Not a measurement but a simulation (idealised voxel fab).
The following is a process module called voxel double patterning.
The width of the displayed cross-section, cut, is 245 nm; its cells are square, with a size of 5 nm.
Cross-sections here: square-cell grids, written as top-down lists of bands, a band being one or more rows of cells.
Band: top and bottom heights (nm) first, top before bottom; then materials from left to right, widths in nm. "everywhere" marks a sole material filling the band edge to edge. "air" denotes empty space.
Height reference: 0 = level under which incoming wafer is all one material. Lowest band: no bottom, runs on downward, e.g. "0..down".
Width: "30..40" (first number = top row, second number = bottom row, same change from row to row of cells).
Any step labelled "nothing altered" changed none of the cells in the cross-section.
The entry titled "Sealed void listing" provides the empty spaces that have no open way to the top, restricted to those of 8 cells or more. Each is presented as width x height at distance, the distance being measured from the left edge, with all three in nm.
On each step's line, the part that comes after the settings is the simulator's own comment on the step.
overlay nm: mask offset rightward from planned place, masked step; negative means leftward offset.

**Set out below are the planned steps of the process**
| 1 | RECEIVE (material Si) |
| 2 | CONFORMAL_DEP (material SiN; thk nm 10) |
| 3 | DIRECTIONAL_DEP (material SiO2; thk nm 15) |
| 4 | DIRECTIONAL_DEP (material SiCN; thk nm 10) |
| 5 | MASKED_ETCH (tone open; mask id FIRST; width nm 15; pitch nm 50; etch materials SiCN; depth nm 10; overlay nm 0) |
| 6 | DIRECTIONAL_DEP (material aC; thk nm 10) |
| 7 | PATTERN (tone open; mask id SECOND; material resist; width nm 15; pitch nm 50; thk nm 30; overlay nm 0) |
| 8 | DIRECTIONAL_ETCH (etch materials aC; depth nm 10) |
| 9 | STRIP (etch materials resist) |
| 10 | DIRECTIONAL_ETCH (etch materials SiCN; depth nm 10) |
| 11 | STRIP (etch materials aC) |
| 12 | DIRECTIONAL_ETCH (etch materials SiO2; depth nm 15) |
| 13 | STRIP (etch materials SiCN) |

**Cross-sectional view of the wafer in its as-received condition, corresponding to the state after step 1**
  0..down: Si everywhere
  Sealed void listing: none

**Look at the cross-section after the module: the wafer started out the way shown above and the plan was the one shown above, yet one mistake was made along the way**
  25..15: SiN everywhere
  15..0: SiO2 everywhere
  0..down: Si everywhere
  Sealed void listing: none
Short version of what went wrong: the executed order of steps 2 and 3 is the reverse of that specified in the plan, each step having taken the other's position
